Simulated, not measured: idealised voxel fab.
process module | voxel wiring stack
cross-section cut | 260 nm wide | cells 5 nm
A cross-section is a grid of square cells, given in bands from the top down. A band is one or more rows of cells.
Each band's line starts with the height of the band's top and of its bottom, in nm. Then come its materials from left to right, each with its width in nm. One material with "throughout" fills the band from edge to edge. "air" is empty space.
Height 0 is the level under which the wafer as received is all one material. The lowest band goes on downwards, as in "0 down".
A width such as "30 to 40" changes by the same amount from each row of cells to the next, from the band's top row to its bottom row.
"no change" after a step means that no cell of the cross-section changed.
closed voids: empty space of 8 cells or more with no open way to the top, each as width x height at its distance from the left edge, in nm
after a step's settings: what the simulator itself notes on the step
overlay nm, on a step with a mask: how far to the right of its planned place the mask lay; to the left if negative
plan
1 op RECEIVE | material Si
2 op CONFORMAL_DEP | material SiO2 | thk nm 15
3 op DIRECTIONAL_DEP | material TiN | thk nm 5
4 op DIRECTIONAL_DEP | material W | thk nm 15
5 op DIRECTIONAL_DEP | material aC | thk nm 10
6 op PATTERN | tone cover | mask id METAL_1 | material resist | width nm 20 | pitch nm 50 | thk nm 25 | overlay nm 0
7 op DIRECTIONAL_ETCH | etch materials aC | depth nm 10
8 op STRIP | etch materials resist
9 op DIRECTIONAL_ETCH | etch materials W | depth nm 15
10 op DIRECTIONAL_ETCH | etch materials TiN | depth nm 5
11 op STRIP | etch materials aC
12 op FILL_DEP | material SiO2 | thk nm 5
13 op CMP | height nm 35
14 op CONFORMAL_DEP | material SiCN | thk nm 5
15 op DIRECTIONAL_DEP | material SiO2 | thk nm 20
16 op PATTERN | tone open | mask id PLUG_1 | material resist | width nm 15 | pitch nm 50 | thk nm 15 | overlay nm 0
17 op DIRECTIONAL_ETCH | etch materials SiO2 | depth nm 20
18 op DIRECTIONAL_ETCH | etch materials SiCN | depth nm 5
19 op STRIP | etch materials resist
20 op CONFORMAL_DEP | material TiN | thk nm 5
21 op FILL_DEP | material Cu | thk nm 10
22 op CMP | height nm 60
23 op CONFORMAL_DEP | material SiN | thk nm 5
24 op DIRECTIONAL_DEP | material lowk | thk nm 25
25 op DIRECTIONAL_DEP | material aC | thk nm 15
26 op PATTERN | tone open | mask id METAL_2 | material resist | width nm 20 | pitch nm 50 | thk nm 35 | overlay nm 0
27 op DIRECTIONAL_ETCH | etch materials aC | depth nm 15
28 op STRIP | etch materials resist
29 op DIRECTIONAL_ETCH | etch materials lowk | depth nm 25
30 op DIRECTIONAL_ETCH | etch materials SiN | depth nm 5
31 op STRIP | etch materials aC
32 op CONFORMAL_DEP | material TiN | thk nm 5
33 op FILL_DEP | material W | thk nm 10
34 op CMP | height nm 90
35 op EPI | material Ru | thk nm 5
36 op FILL_DEP | material SiCN | thk nm 5
37 op DIRECTIONAL_DEP | material lowk | thk nm 35
38 op DIRECTIONAL_DEP | material aC | thk nm 15
39 op PATTERN | tone open | mask id METAL_3 | material resist | width nm 20 | pitch nm 50 | thk nm 35 | overlay nm 0
40 op DIRECTIONAL_ETCH | etch materials aC | depth nm 15
41 op STRIP | etch materials resist
42 op DIRECTIONAL_ETCH | etch materials lowk | depth nm 20
43 op STRIP | etch materials aC
44 op DIRECTIONAL_DEP | material aC | thk nm 10
45 op PATTERN | tone open | mask id METAL_3_HOLES | material resist | width nm 15 | pitch nm 50 | thk nm 30 | overlay nm 0
46 op DIRECTIONAL_ETCH | etch materials aC | depth nm 10
47 op STRIP | etch materials resist
48 op DIRECTIONAL_ETCH | etch materials lowk | depth nm 15
49 op DIRECTIONAL_ETCH | etch materials SiCN | depth nm 5
50 op STRIP | etch materials aC
51 op CONFORMAL_DEP | material TiN | thk nm 5
52 op FILL_DEP | material Ru | thk nm 10
53 op CMP | height nm 135
54 op CONFORMAL_DEP | material SiCN | thk nm 5
55 op DIRECTIONAL_DEP | material lowk | thk nm 25
56 op PATTERN | tone open | mask id METAL_4 | material resist | width nm 20 | pitch nm 50 | thk nm 20 | overlay nm 0
57 op DIRECTIONAL_ETCH | etch materials lowk | depth nm 15
58 op STRIP | etch materials resist
59 op MASKED_ETCH | tone open | mask id METAL_4_HOLES | width nm 15 | pitch nm 50 | etch materials lowk | depth nm 10 | overlay nm 0
60 op MASKED_ETCH | tone open | mask id METAL_4_HOLES | width nm 15 | pitch nm 50 | etch materials SiCN | depth nm 5 | overlay nm 0
61 op CONFORMAL_DEP | material TiN | thk nm 5
62 op FILL_DEP | material Cu | thk nm 10
63 op CMP | height nm 165
64 op CONFORMAL_DEP | material SiN | thk nm 5
first wafer, as planned
as received, after step 1
  0 down: Si throughout
  closed voids: none
after step 2
  15 to 0: SiO2 throughout
  below 0: unchanged
after step 3
  20 to 15: TiN throughout
  below 15: unchanged
after step 4
  35 to 20: W throughout
  below 20: unchanged
after step 5
  45 to 35: aC throughout
  below 35: unchanged
after step 6
  70 to 45: air 70 | resist 20 | air 30 | resist 20 | air 30 | resist 20 | air 70
  below 45: unchanged
after step 7
  60 to 45: air 70 | resist 20 | air 30 | resist 20 | air 30 | resist 20 | air 70
  45 to 35: air 70 | aC 20 | air 30 | aC 20 | air 30 | aC 20 | air 70
  below 35: unchanged
after step 8
  45 to 35: air 70 | aC 20 | air 30 | aC 20 | air 30 | aC 20 | air 70
  below 35: unchanged
after step 9
  45 to 35: air 70 | aC 20 | air 30 | aC 20 | air 30 | aC 20 | air 70
  35 to 20: air 70 | W 20 | air 30 | W 20 | air 30 | W 20 | air 70
  below 20: unchanged
after step 10
  45 to 35: air 70 | aC 20 | air 30 | aC 20 | air 30 | aC 20 | air 70
  35 to 20: air 70 | W 20 | air 30 | W 20 | air 30 | W 20 | air 70
  20 to 15: air 70 | TiN 20 | air 30 | TiN 20 | air 30 | TiN 20 | air 70
  below 15: unchanged
after step 11
  35 to 20: air 70 | W 20 | air 30 | W 20 | air 30 | W 20 | air 70
  below 20: unchanged
after step 12
  40 to 35: SiO2 throughout
  35 to 20: SiO2 70 | W 20 | SiO2 30 | W 20 | SiO2 30 | W 20 | SiO2 70
  20 to 15: SiO2 70 | TiN 20 | SiO2 30 | TiN 20 | SiO2 30 | TiN 20 | SiO2 70
  below 15: unchanged
after step 13
  35 to 20: SiO2 70 | W 20 | SiO2 30 | W 20 | SiO2 30 | W 20 | SiO2 70
  below 20: unchanged
after step 14
  40 to 35: SiCN throughout
  below 35: unchanged
after step 15
  60 to 40: SiO2 throughout
  below 40: unchanged
after step 16
  75 to 60: resist 70 | air 15 | resist 35 | air 15 | resist 35 | air 15 | resist 75
  below 60: unchanged
after step 17
  75 to 60: resist 70 | air 15 | resist 35 | air 15 | resist 35 | air 15 | resist 75
  60 to 40: SiO2 70 | air 15 | SiO2 35 | air 15 | SiO2 35 | air 15 | SiO2 75
  below 40: unchanged
after step 18
  75 to 60: resist 70 | air 15 | resist 35 | air 15 | resist 35 | air 15 | resist 75
  60 to 40: SiO2 70 | air 15 | SiO2 35 | air 15 | SiO2 35 | air 15 | SiO2 75
  40 to 35: SiCN 70 | air 15 | SiCN 35 | air 15 | SiCN 35 | air 15 | SiCN 75
  below 35: unchanged
after step 19
  60 to 40: SiO2 70 | air 15 | SiO2 35 | air 15 | SiO2 35 | air 15 | SiO2 75
  below 40: unchanged
after step 20
  65 to 60: TiN 75 | air 5 | TiN 45 | air 5 | TiN 45 | air 5 | TiN 80
  60 to 40: SiO2 70 | TiN 5 | air 5 | TiN 5 | SiO2 35 | TiN 5 | air 5 | TiN 5 | SiO2 35 | TiN 5 | air 5 | TiN 5 | SiO2 75
  40 to 35: SiCN 70 | TiN 15 | SiCN 35 | TiN 15 | SiCN 35 | TiN 15 | SiCN 75
  below 35: unchanged
after step 21
  75 to 65: Cu throughout
  65 to 60: TiN 75 | Cu 5 | TiN 45 | Cu 5 | TiN 45 | Cu 5 | TiN 80
  60 to 40: SiO2 70 | TiN 5 | Cu 5 | TiN 5 | SiO2 35 | TiN 5 | Cu 5 | TiN 5 | SiO2 35 | TiN 5 | Cu 5 | TiN 5 | SiO2 75
  below 40: unchanged
after step 22
  60 to 40: SiO2 70 | TiN 5 | Cu 5 | TiN 5 | SiO2 35 | TiN 5 | Cu 5 | TiN 5 | SiO2 35 | TiN 5 | Cu 5 | TiN 5 | SiO2 75
  below 40: unchanged
after step 23
  65 to 60: SiN throughout
  below 60: unchanged
after step 24
  90 to 65: lowk throughout
  below 65: unchanged
after step 25
  105 to 90: aC throughout
  below 90: unchanged
after step 26
  140 to 105: resist 70 | air 20 | resist 30 | air 20 | resist 30 | air 20 | resist 70
  below 105: unchanged
after step 27
  125 to 105: resist 70 | air 20 | resist 30 | air 20 | resist 30 | air 20 | resist 70
  105 to 90: aC 70 | air 20 | aC 30 | air 20 | aC 30 | air 20 | aC 70
  below 90: unchanged
after step 28
  105 to 90: aC 70 | air 20 | aC 30 | air 20 | aC 30 | air 20 | aC 70
  below 90: unchanged
after step 29
  105 to 90: aC 70 | air 20 | aC 30 | air 20 | aC 30 | air 20 | aC 70
  90 to 65: lowk 70 | air 20 | lowk 30 | air 20 | lowk 30 | air 20 | lowk 70
  below 65: unchanged
after step 30
  105 to 90: aC 70 | air 20 | aC 30 | air 20 | aC 30 | air 20 | aC 70
  90 to 65: lowk 70 | air 20 | lowk 30 | air 20 | lowk 30 | air 20 | lowk 70
  65 to 60: SiN 70 | air 20 | SiN 30 | air 20 | SiN 30 | air 20 | SiN 70
  below 60: unchanged
after step 31
  90 to 65: lowk 70 | air 20 | lowk 30 | air 20 | lowk 30 | air 20 | lowk 70
  below 65: unchanged
after step 32
  95 to 90: TiN 75 | air 10 | TiN 40 | air 10 | TiN 40 | air 10 | TiN 75
  90 to 65: lowk 70 | TiN 5 | air 10 | TiN 5 | lowk 30 | TiN 5 | air 10 | TiN 5 | lowk 30 | TiN 5 | air 10 | TiN 5 | lowk 70
  65 to 60: SiN 70 | TiN 20 | SiN 30 | TiN 20 | SiN 30 | TiN 20 | SiN 70
  below 60: unchanged
after step 33
  105 to 95: W throughout
  95 to 90: TiN 75 | W 10 | TiN 40 | W 10 | TiN 40 | W 10 | TiN 75
  90 to 65: lowk 70 | TiN 5 | W 10 | TiN 5 | lowk 30 | TiN 5 | W 10 | TiN 5 | lowk 30 | TiN 5 | W 10 | TiN 5 | lowk 70
  below 65: unchanged
after step 34
  90 to 65: lowk 70 | TiN 5 | W 10 | TiN 5 | lowk 30 | TiN 5 | W 10 | TiN 5 | lowk 30 | TiN 5 | W 10 | TiN 5 | lowk 70
  below 65: unchanged
after step 35
  95 to 90: air 65 | Ru 30 | air 20 | Ru 30 | air 20 | Ru 30 | air 65
  below 90: unchanged
after step 36
  100 to 95: SiCN throughout
  95 to 90: SiCN 65 | Ru 30 | SiCN 20 | Ru 30 | SiCN 20 | Ru 30 | SiCN 65
  below 90: unchanged
after step 37
  135 to 100: lowk throughout
  below 100: unchanged
after step 38
  150 to 135: aC throughout
  below 135: unchanged
after step 39
  185 to 150: resist 70 | air 20 | resist 30 | air 20 | resist 30 | air 20 | resist 70
  below 150: unchanged
after step 40
  170 to 150: resist 70 | air 20 | resist 30 | air 20 | resist 30 | air 20 | resist 70
  150 to 135: aC 70 | air 20 | aC 30 | air 20 | aC 30 | air 20 | aC 70
  below 135: unchanged
after step 41
  150 to 135: aC 70 | air 20 | aC 30 | air 20 | aC 30 | air 20 | aC 70
  below 135: unchanged
after step 42
  150 to 135: aC 70 | air 20 | aC 30 | air 20 | aC 30 | air 20 | aC 70
  135 to 115: lowk 70 | air 20 | lowk 30 | air 20 | lowk 30 | air 20 | lowk 70
  below 115: unchanged
after step 43
  135 to 115: lowk 70 | air 20 | lowk 30 | air 20 | lowk 30 | air 20 | lowk 70
  below 115: unchanged
after step 44
  145 to 135: aC 70 | air 20 | aC 30 | air 20 | aC 30 | air 20 | aC 70
  135 to 125: lowk 70 | air 20 | lowk 30 | air 20 | lowk 30 | air 20 | lowk 70
  125 to 115: lowk 70 | aC 20 | lowk 30 | aC 20 | lowk 30 | aC 20 | lowk 70
  below 115: unchanged
after step 45
  175 to 145: resist 70 | air 15 | resist 35 | air 15 | resist 35 | air 15 | resist 75
  145 to 135: aC 70 | air 15 | resist 5 | aC 30 | air 15 | resist 5 | aC 30 | air 15 | resist 5 | aC 70
  135 to 125: lowk 70 | air 15 | resist 5 | lowk 30 | air 15 | resist 5 | lowk 30 | air 15 | resist 5 | lowk 70
  below 125: unchanged
after step 46
  165 to 145: resist 70 | air 15 | resist 35 | air 15 | resist 35 | air 15 | resist 75
  145 to 135: aC 70 | air 15 | resist 5 | aC 30 | air 15 | resist 5 | aC 30 | air 15 | resist 5 | aC 70
  135 to 125: lowk 70 | air 15 | resist 5 | lowk 30 | air 15 | resist 5 | lowk 30 | air 15 | resist 5 | lowk 70
  125 to 115: lowk 70 | air 15 | aC 5 | lowk 30 | air 15 | aC 5 | lowk 30 | air 15 | aC 5 | lowk 70
  below 115: unchanged
after step 47
  145 to 135: aC 70 | air 20 | aC 30 | air 20 | aC 30 | air 20 | aC 70
  135 to 125: lowk 70 | air 20 | lowk 30 | air 20 | lowk 30 | air 20 | lowk 70
  below 125: unchanged
after step 48
  145 to 135: aC 70 | air 20 | aC 30 | air 20 | aC 30 | air 20 | aC 70
  135 to 125: lowk 70 | air 20 | lowk 30 | air 20 | lowk 30 | air 20 | lowk 70
  125 to 115: lowk 70 | air 15 | aC 5 | lowk 30 | air 15 | aC 5 | lowk 30 | air 15 | aC 5 | lowk 70
  115 to 100: lowk 70 | air 15 | lowk 35 | air 15 | lowk 35 | air 15 | lowk 75
  below 100: unchanged
after step 49
  145 to 135: aC 70 | air 20 | aC 30 | air 20 | aC 30 | air 20 | aC 70
  135 to 125: lowk 70 | air 20 | lowk 30 | air 20 | lowk 30 | air 20 | lowk 70
  125 to 115: lowk 70 | air 15 | aC 5 | lowk 30 | air 15 | aC 5 | lowk 30 | air 15 | aC 5 | lowk 70
  115 to 100: lowk 70 | air 15 | lowk 35 | air 15 | lowk 35 | air 15 | lowk 75
  100 to 95: SiCN 70 | air 15 | SiCN 35 | air 15 | SiCN 35 | air 15 | SiCN 75
  below 95: unchanged
after step 50
  135 to 115: lowk 70 | air 20 | lowk 30 | air 20 | lowk 30 | air 20 | lowk 70
  below 115: unchanged
after step 51
  140 to 135: TiN 75 | air 10 | TiN 40 | air 10 | TiN 40 | air 10 | TiN 75
  135 to 120: lowk 70 | TiN 5 | air 10 | TiN 5 | lowk 30 | TiN 5 | air 10 | TiN 5 | lowk 30 | TiN 5 | air 10 | TiN 5 | lowk 70
  120 to 115: lowk 70 | TiN 5 | air 5 | TiN 10 | lowk 30 | TiN 5 | air 5 | TiN 10 | lowk 30 | TiN 5 | air 5 | TiN 10 | lowk 70
  115 to 100: lowk 70 | TiN 5 | air 5 | TiN 5 | lowk 35 | TiN 5 | air 5 | TiN 5 | lowk 35 | TiN 5 | air 5 | TiN 5 | lowk 75
  100 to 95: SiCN 70 | TiN 15 | SiCN 35 | TiN 15 | SiCN 35 | TiN 15 | SiCN 75
  below 95: unchanged
after step 52
  150 to 140: Ru throughout
  140 to 135: TiN 75 | Ru 10 | TiN 40 | Ru 10 | TiN 40 | Ru 10 | TiN 75
  135 to 120: lowk 70 | TiN 5 | Ru 10 | TiN 5 | lowk 30 | TiN 5 | Ru 10 | TiN 5 | lowk 30 | TiN 5 | Ru 10 | TiN 5 | lowk 70
  120 to 115: lowk 70 | TiN 5 | Ru 5 | TiN 10 | lowk 30 | TiN 5 | Ru 5 | TiN 10 | lowk 30 | TiN 5 | Ru 5 | TiN 10 | lowk 70
  115 to 100: lowk 70 | TiN 5 | Ru 5 | TiN 5 | lowk 35 | TiN 5 | Ru 5 | TiN 5 | lowk 35 | TiN 5 | Ru 5 | TiN 5 | lowk 75
  below 100: unchanged
after step 53
  135 to 120: lowk 70 | TiN 5 | Ru 10 | TiN 5 | lowk 30 | TiN 5 | Ru 10 | TiN 5 | lowk 30 | TiN 5 | Ru 10 | TiN 5 | lowk 70
  below 120: unchanged
after step 54
  140 to 135: SiCN throughout
  below 135: unchanged
after step 55
  165 to 140: lowk throughout
  below 140: unchanged
after step 56
  185 to 165: resist 70 | air 20 | resist 30 | air 20 | resist 30 | air 20 | resist 70
  below 165: unchanged
after step 57
  185 to 165: resist 70 | air 20 | resist 30 | air 20 | resist 30 | air 20 | resist 70
  165 to 150: lowk 70 | air 20 | lowk 30 | air 20 | lowk 30 | air 20 | lowk 70
  below 150: unchanged
after step 58
  165 to 150: lowk 70 | air 20 | lowk 30 | air 20 | lowk 30 | air 20 | lowk 70
  below 150: unchanged
after step 59
  165 to 150: lowk 70 | air 20 | lowk 30 | air 20 | lowk 30 | air 20 | lowk 70
  150 to 140: lowk 70 | air 15 | lowk 35 | air 15 | lowk 35 | air 15 | lowk 75
  below 140: unchanged
after step 60
  165 to 150: lowk 70 | air 20 | lowk 30 | air 20 | lowk 30 | air 20 | lowk 70
  150 to 140: lowk 70 | air 15 | lowk 35 | air 15 | lowk 35 | air 15 | lowk 75
  140 to 135: SiCN 70 | air 15 | SiCN 35 | air 15 | SiCN 35 | air 15 | SiCN 75
  below 135: unchanged
after step 61
  170 to 165: TiN 75 | air 10 | TiN 40 | air 10 | TiN 40 | air 10 | TiN 75
  165 to 155: lowk 70 | TiN 5 | air 10 | TiN 5 | lowk 30 | TiN 5 | air 10 | TiN 5 | lowk 30 | TiN 5 | air 10 | TiN 5 | lowk 70
  155 to 150: lowk 70 | TiN 5 | air 5 | TiN 10 | lowk 30 | TiN 5 | air 5 | TiN 10 | lowk 30 | TiN 5 | air 5 | TiN 10 | lowk 70
  150 to 140: lowk 70 | TiN 5 | air 5 | TiN 5 | lowk 35 | TiN 5 | air 5 | TiN 5 | lowk 35 | TiN 5 | air 5 | TiN 5 | lowk 75
  140 to 135: SiCN 70 | TiN 15 | SiCN 35 | TiN 15 | SiCN 35 | TiN 15 | SiCN 75
  below 135: unchanged
after step 62
  180 to 170: Cu throughout
  170 to 165: TiN 75 | Cu 10 | TiN 40 | Cu 10 | TiN 40 | Cu 10 | TiN 75
  165 to 155: lowk 70 | TiN 5 | Cu 10 | TiN 5 | lowk 30 | TiN 5 | Cu 10 | TiN 5 | lowk 30 | TiN 5 | Cu 10 | TiN 5 | lowk 70
  155 to 150: lowk 70 | TiN 5 | Cu 5 | TiN 10 | lowk 30 | TiN 5 | Cu 5 | TiN 10 | lowk 30 | TiN 5 | Cu 5 | TiN 10 | lowk 70
  150 to 140: lowk 70 | TiN 5 | Cu 5 | TiN 5 | lowk 35 | TiN 5 | Cu 5 | TiN 5 | lowk 35 | TiN 5 | Cu 5 | TiN 5 | lowk 75
  below 140: unchanged
after step 63
  165 to 155: lowk 70 | TiN 5 | Cu 10 | TiN 5 | lowk 30 | TiN 5 | Cu 10 | TiN 5 | lowk 30 | TiN 5 | Cu 10 | TiN 5 | lowk 70
  below 155: unchanged
after step 64
  170 to 165: SiN throughout
  below 165: unchanged
second wafer: like start, like plan, one mistake. Through step 25 it matches the first wafer
when step 26 should have ended
  140 to 105: resist 65 | air 30 | resist 20 | air 30 | resist 20 | air 30 | resist 65
  below 105: unchanged
when step 27 should have ended
  125 to 105: resist 65 | air 30 | resist 20 | air 30 | resist 20 | air 30 | resist 65
  105 to 90: aC 65 | air 30 | aC 20 | air 30 | aC 20 | air 30 | aC 65
  below 90: unchanged
when step 28 should have ended
  105 to 90: aC 65 | air 30 | aC 20 | air 30 | aC 20 | air 30 | aC 65
  below 90: unchanged
when step 29 should have ended
  105 to 90: aC 65 | air 30 | aC 20 | air 30 | aC 20 | air 30 | aC 65
  90 to 65: lowk 65 | air 30 | lowk 20 | air 30 | lowk 20 | air 30 | lowk 65
  below 65: unchanged
when step 30 should have ended
  105 to 90: aC 65 | air 30 | aC 20 | air 30 | aC 20 | air 30 | aC 65
  90 to 65: lowk 65 | air 30 | lowk 20 | air 30 | lowk 20 | air 30 | lowk 65
  65 to 60: SiN 65 | air 30 | SiN 20 | air 30 | SiN 20 | air 30 | SiN 65
  below 60: unchanged
when step 31 should have ended
  90 to 65: lowk 65 | air 30 | lowk 20 | air 30 | lowk 20 | air 30 | lowk 65
  below 65: unchanged
when step 32 should have ended
  95 to 90: TiN 70 | air 20 | TiN 30 | air 20 | TiN 30 | air 20 | TiN 70
  90 to 65: lowk 65 | TiN 5 | air 20 | TiN 5 | lowk 20 | TiN 5 | air 20 | TiN 5 | lowk 20 | TiN 5 | air 20 | TiN 5 | lowk 65
  65 to 60: SiN 65 | TiN 30 | SiN 20 | TiN 30 | SiN 20 | TiN 30 | SiN 65
  below 60: unchanged
when step 33 should have ended
  105 to 95: W throughout
  95 to 90: TiN 70 | W 20 | TiN 30 | W 20 | TiN 30 | W 20 | TiN 70
  90 to 65: lowk 65 | TiN 5 | W 20 | TiN 5 | lowk 20 | TiN 5 | W 20 | TiN 5 | lowk 20 | TiN 5 | W 20 | TiN 5 | lowk 65
  below 65: unchanged
when step 34 should have ended
  90 to 65: lowk 65 | TiN 5 | W 20 | TiN 5 | lowk 20 | TiN 5 | W 20 | TiN 5 | lowk 20 | TiN 5 | W 20 | TiN 5 | lowk 65
  below 65: unchanged
when step 35 should have ended
  95 to 90: air 60 | Ru 40 | air 10 | Ru 40 | air 10 | Ru 40 | air 60
  below 90: unchanged
when step 36 should have ended
  100 to 95: SiCN throughout
  95 to 90: SiCN 60 | Ru 40 | SiCN 10 | Ru 40 | SiCN 10 | Ru 40 | SiCN 60
  below 90: unchanged
when step 37 should have ended
  135 to 100: lowk throughout
  below 100: unchanged
when step 38 should have ended
  150 to 135: aC throughout
  below 135: unchanged
when step 39 should have ended
  185 to 150: resist 70 | air 20 | resist 30 | air 20 | resist 30 | air 20 | resist 70
  below 150: unchanged
when step 40 should have ended
  170 to 150: resist 70 | air 20 | resist 30 | air 20 | resist 30 | air 20 | resist 70
  150 to 135: aC 70 | air 20 | aC 30 | air 20 | aC 30 | air 20 | aC 70
  below 135: unchanged
when step 41 should have ended
  150 to 135: aC 70 | air 20 | aC 30 | air 20 | aC 30 | air 20 | aC 70
  below 135: unchanged
when step 42 should have ended
  150 to 135: aC 70 | air 20 | aC 30 | air 20 | aC 30 | air 20 | aC 70
  135 to 115: lowk 70 | air 20 | lowk 30 | air 20 | lowk 30 | air 20 | lowk 70
  below 115: unchanged
when step 43 should have ended
  135 to 115: lowk 70 | air 20 | lowk 30 | air 20 | lowk 30 | air 20 | lowk 70
  below 115: unchanged
when step 44 should have ended
  145 to 135: aC 70 | air 20 | aC 30 | air 20 | aC 30 | air 20 | aC 70
  135 to 125: lowk 70 | air 20 | lowk 30 | air 20 | lowk 30 | air 20 | lowk 70
  125 to 115: lowk 70 | aC 20 | lowk 30 | aC 20 | lowk 30 | aC 20 | lowk 70
  below 115: unchanged
when step 45 should have ended
  175 to 145: resist 70 | air 15 | resist 35 | air 15 | resist 35 | air 15 | resist 75
  145 to 135: aC 70 | air 15 | resist 5 | aC 30 | air 15 | resist 5 | aC 30 | air 15 | resist 5 | aC 70
  135 to 125: lowk 70 | air 15 | resist 5 | lowk 30 | air 15 | resist 5 | lowk 30 | air 15 | resist 5 | lowk 70
  below 125: unchanged
when step 46 should have ended
  165 to 145: resist 70 | air 15 | resist 35 | air 15 | resist 35 | air 15 | resist 75
  145 to 135: aC 70 | air 15 | resist 5 | aC 30 | air 15 | resist 5 | aC 30 | air 15 | resist 5 | aC 70
  135 to 125: lowk 70 | air 15 | resist 5 | lowk 30 | air 15 | resist 5 | lowk 30 | air 15 | resist 5 | lowk 70
  125 to 115: lowk 70 | air 15 | aC 5 | lowk 30 | air 15 | aC 5 | lowk 30 | air 15 | aC 5 | lowk 70
  below 115: unchanged
when step 47 should have ended
  145 to 135: aC 70 | air 20 | aC 30 | air 20 | aC 30 | air 20 | aC 70
  135 to 125: lowk 70 | air 20 | lowk 30 | air 20 | lowk 30 | air 20 | lowk 70
  below 125: unchanged
when step 48 should have ended
  145 to 135: aC 70 | air 20 | aC 30 | air 20 | aC 30 | air 20 | aC 70
  135 to 125: lowk 70 | air 20 | lowk 30 | air 20 | lowk 30 | air 20 | lowk 70
  125 to 115: lowk 70 | air 15 | aC 5 | lowk 30 | air 15 | aC 5 | lowk 30 | air 15 | aC 5 | lowk 70
  115 to 100: lowk 70 | air 15 | lowk 35 | air 15 | lowk 35 | air 15 | lowk 75
  below 100: unchanged
when step 49 should have ended
  145 to 135: aC 70 | air 20 | aC 30 | air 20 | aC 30 | air 20 | aC 70
  135 to 125: lowk 70 | air 20 | lowk 30 | air 20 | lowk 30 | air 20 | lowk 70
  125 to 115: lowk 70 | air 15 | aC 5 | lowk 30 | air 15 | aC 5 | lowk 30 | air 15 | aC 5 | lowk 70
  115 to 100: lowk 70 | air 15 | lowk 35 | air 15 | lowk 35 | air 15 | lowk 75
  100 to 95: SiCN 70 | air 15 | SiCN 35 | air 15 | SiCN 35 | air 15 | SiCN 75
  below 95: unchanged
when step 50 should have ended
  135 to 115: lowk 70 | air 20 | lowk 30 | air 20 | lowk 30 | air 20 | lowk 70
  below 115: unchanged
when step 51 should have ended
  140 to 135: TiN 75 | air 10 | TiN 40 | air 10 | TiN 40 | air 10 | TiN 75
  135 to 120: lowk 70 | TiN 5 | air 10 | TiN 5 | lowk 30 | TiN 5 | air 10 | TiN 5 | lowk 30 | TiN 5 | air 10 | TiN 5 | lowk 70
  120 to 115: lowk 70 | TiN 5 | air 5 | TiN 10 | lowk 30 | TiN 5 | air 5 | TiN 10 | lowk 30 | TiN 5 | air 5 | TiN 10 | lowk 70
  115 to 100: lowk 70 | TiN 5 | air 5 | TiN 5 | lowk 35 | TiN 5 | air 5 | TiN 5 | lowk 35 | TiN 5 | air 5 | TiN 5 | lowk 75
  100 to 95: SiCN 70 | TiN 15 | SiCN 35 | TiN 15 | SiCN 35 | TiN 15 | SiCN 75
  below 95: unchanged
when step 52 should have ended
  150 to 140: Ru throughout
  140 to 135: TiN 75 | Ru 10 | TiN 40 | Ru 10 | TiN 40 | Ru 10 | TiN 75
  135 to 120: lowk 70 | TiN 5 | Ru 10 | TiN 5 | lowk 30 | TiN 5 | Ru 10 | TiN 5 | lowk 30 | TiN 5 | Ru 10 | TiN 5 | lowk 70
  120 to 115: lowk 70 | TiN 5 | Ru 5 | TiN 10 | lowk 30 | TiN 5 | Ru 5 | TiN 10 | lowk 30 | TiN 5 | Ru 5 | TiN 10 | lowk 70
  115 to 100: lowk 70 | TiN 5 | Ru 5 | TiN 5 | lowk 35 | TiN 5 | Ru 5 | TiN 5 | lowk 35 | TiN 5 | Ru 5 | TiN 5 | lowk 75
  below 100: unchanged
when step 53 should have ended
  135 to 120: lowk 70 | TiN 5 | Ru 10 | TiN 5 | lowk 30 | TiN 5 | Ru 10 | TiN 5 | lowk 30 | TiN 5 | Ru 10 | TiN 5 | lowk 70
  below 120: unchanged
when step 54 should have ended
  140 to 135: SiCN throughout
  below 135: unchanged
when step 55 should have ended
  165 to 140: lowk throughout
  below 140: unchanged
when step 56 should have ended
  185 to 165: resist 70 | air 20 | resist 30 | air 20 | resist 30 | air 20 | resist 70
  below 165: unchanged
when step 57 should have ended
  185 to 165: resist 70 | air 20 | resist 30 | air 20 | resist 30 | air 20 | resist 70
  165 to 150: lowk 70 | air 20 | lowk 30 | air 20 | lowk 30 | air 20 | lowk 70
  below 150: unchanged
when step 58 should have ended
  165 to 150: lowk 70 | air 20 | lowk 30 | air 20 | lowk 30 | air 20 | lowk 70
  below 150: unchanged
when step 59 should have ended
  165 to 150: lowk 70 | air 20 | lowk 30 | air 20 | lowk 30 | air 20 | lowk 70
  150 to 140: lowk 70 | air 15 | lowk 35 | air 15 | lowk 35 | air 15 | lowk 75
  below 140: unchanged
when step 60 should have ended
  165 to 150: lowk 70 | air 20 | lowk 30 | air 20 | lowk 30 | air 20 | lowk 70
  150 to 140: lowk 70 | air 15 | lowk 35 | air 15 | lowk 35 | air 15 | lowk 75
  140 to 135: SiCN 70 | air 15 | SiCN 35 | air 15 | SiCN 35 | air 15 | SiCN 75
  below 135: unchanged
when step 61 should have ended
  170 to 165: TiN 75 | air 10 | TiN 40 | air 10 | TiN 40 | air 10 | TiN 75
  165 to 155: lowk 70 | TiN 5 | air 10 | TiN 5 | lowk 30 | TiN 5 | air 10 | TiN 5 | lowk 30 | TiN 5 | air 10 | TiN 5 | lowk 70
  155 to 150: lowk 70 | TiN 5 | air 5 | TiN 10 | lowk 30 | TiN 5 | air 5 | TiN 10 | lowk 30 | TiN 5 | air 5 | TiN 10 | lowk 70
  150 to 140: lowk 70 | TiN 5 | air 5 | TiN 5 | lowk 35 | TiN 5 | air 5 | TiN 5 | lowk 35 | TiN 5 | air 5 | TiN 5 | lowk 75
  140 to 135: SiCN 70 | TiN 15 | SiCN 35 | TiN 15 | SiCN 35 | TiN 15 | SiCN 75
  below 135: unchanged
when step 62 should have ended
  180 to 170: Cu throughout
  170 to 165: TiN 75 | Cu 10 | TiN 40 | Cu 10 | TiN 40 | Cu 10 | TiN 75
  165 to 155: lowk 70 | TiN 5 | Cu 10 | TiN 5 | lowk 30 | TiN 5 | Cu 10 | TiN 5 | lowk 30 | TiN 5 | Cu 10 | TiN 5 | lowk 70
  155 to 150: lowk 70 | TiN 5 | Cu 5 | TiN 10 | lowk 30 | TiN 5 | Cu 5 | TiN 10 | lowk 30 | TiN 5 | Cu 5 | TiN 10 | lowk 70
  150 to 140: lowk 70 | TiN 5 | Cu 5 | TiN 5 | lowk 35 | TiN 5 | Cu 5 | TiN 5 | lowk 35 | TiN 5 | Cu 5 | TiN 5 | lowk 75
  below 140: unchanged
when step 63 should have ended
  165 to 155: lowk 70 | TiN 5 | Cu 10 | TiN 5 | lowk 30 | TiN 5 | Cu 10 | TiN 5 | lowk 30 | TiN 5 | Cu 10 | TiN 5 | lowk 70
  below 155: unchanged
when step 64 should have ended
  170 to 165: SiN throughout
  below 165: unchanged
what went wrong: step 26 ran as: op PATTERN | tone open | mask id METAL_2 | material resist | width nm 30 | pitch nm 50 | thk nm 35 | overlay nm 0
at the end the second wafer has, in cells: 6 more of Ru | 6 fewer of SiCN | 6 fewer of SiN | 6 more of TiN | 30 more of W | 30 fewer of lowk
